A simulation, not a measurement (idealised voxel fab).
process module | voxel wiring stack
cross-section cut | 240 nm wide | cells 5 nm
A cross-section is a grid of square cells, given in bands from the top down. A band is one or more rows of cells.
Each band's line starts with the height of the band's top and of its bottom, in nm. Then come its materials from left to right, each with its width in nm. One material with "throughout" fills the band from edge to edge. "air" is empty space.
Height 0 is the level under which the wafer as received is all one material. The lowest band goes on downwards, as in "0 down".
A width such as "30 to 40" changes by the same amount from each row of cells to the next, from the band's top row to its bottom row.
"no change" after a step means that no cell of the cross-section changed.
closed voids: empty space of 8 cells or more with no open way to the top, each as width x height at its distance from the left edge, in nm
after a step's settings: what the simulator itself notes on the step
overlay nm, on a step with a mask: how far to the right of its planned place the mask lay; to the left if negative
plan
1 op RECEIVE | material Si
2 op CONFORMAL_DEP | material SiO2 | thk nm 15
3 op DIRECTIONAL_DEP | material TiN | thk nm 5
4 op DIRECTIONAL_DEP | material Ru | thk nm 15
5 op PATTERN | tone cover | mask id METAL_1 | material resist | width nm 25 | pitch nm 55 | thk nm 15 | overlay nm 0
6 op DIRECTIONAL_ETCH | etch materials Ru | depth nm 15
7 op DIRECTIONAL_ETCH | etch materials TiN | depth nm 5
8 op STRIP | etch materials resist
9 op CONFORMAL_DEP | material SiCN | thk nm 5
10 op FILL_DEP | material lowk | thk nm 5
11 op CMP | height nm 35
12 op CONFORMAL_DEP | material SiCN | thk nm 5
13 op DIRECTIONAL_DEP | material SiO2 | thk nm 30
14 op DIRECTIONAL_DEP | material aC | thk nm 10
15 op PATTERN | tone open | mask id METAL_2_HOLES | material resist | width nm 15 | pitch nm 55 | thk nm 25 | overlay nm 0
16 op DIRECTIONAL_ETCH | etch materials aC | depth nm 10
17 op STRIP | etch materials resist
18 op DIRECTIONAL_ETCH | etch materials SiO2 | depth nm 30
19 op STRIP | etch materials aC
20 op DIRECTIONAL_DEP | material aC | thk nm 15
21 op PATTERN | tone open | mask id METAL_2 | material resist | width nm 25 | pitch nm 55 | thk nm 35 | overlay nm 0
22 op DIRECTIONAL_ETCH | etch materials aC | depth nm 15
23 op STRIP | etch materials resist
24 op DIRECTIONAL_ETCH | etch materials SiO2 | depth nm 15
25 op DIRECTIONAL_ETCH | etch materials SiCN | depth nm 5
26 op STRIP | etch materials aC
27 op CONFORMAL_DEP | material TiN | thk nm 5
28 op FILL_DEP | material Ru | thk nm 5
29 op CMP | height nm 70
30 op CONFORMAL_DEP | material SiCN | thk nm 5
as received, after step 1
  0 down: Si throughout
  closed voids: none
a wafer at the end: this start, this plan, one mistake
  75 to 70: SiCN throughout
  70 to 40: SiO2 50 | TiN 5 | Ru 15 | TiN 5 | SiO2 30 | TiN 5 | Ru 15 | TiN 5 | SiO2 30 | TiN 5 | Ru 15 | TiN 5 | SiO2 55
  40 to 35: SiCN 50 | TiN 25 | SiCN 30 | TiN 25 | SiCN 30 | TiN 25 | SiCN 55
  35 to 20: lowk 45 | SiCN 5 | Ru 25 | SiCN 5 | lowk 20 | SiCN 5 | Ru 25 | SiCN 5 | lowk 20 | SiCN 5 | Ru 25 | SiCN 5 | lowk 50
  20 to 15: SiCN 50 | TiN 25 | SiCN 30 | TiN 25 | SiCN 30 | TiN 25 | SiCN 55
  15 to 0: SiO2 throughout
  0 down: Si throughout
  closed voids: none
what went wrong: step 24 was run twice
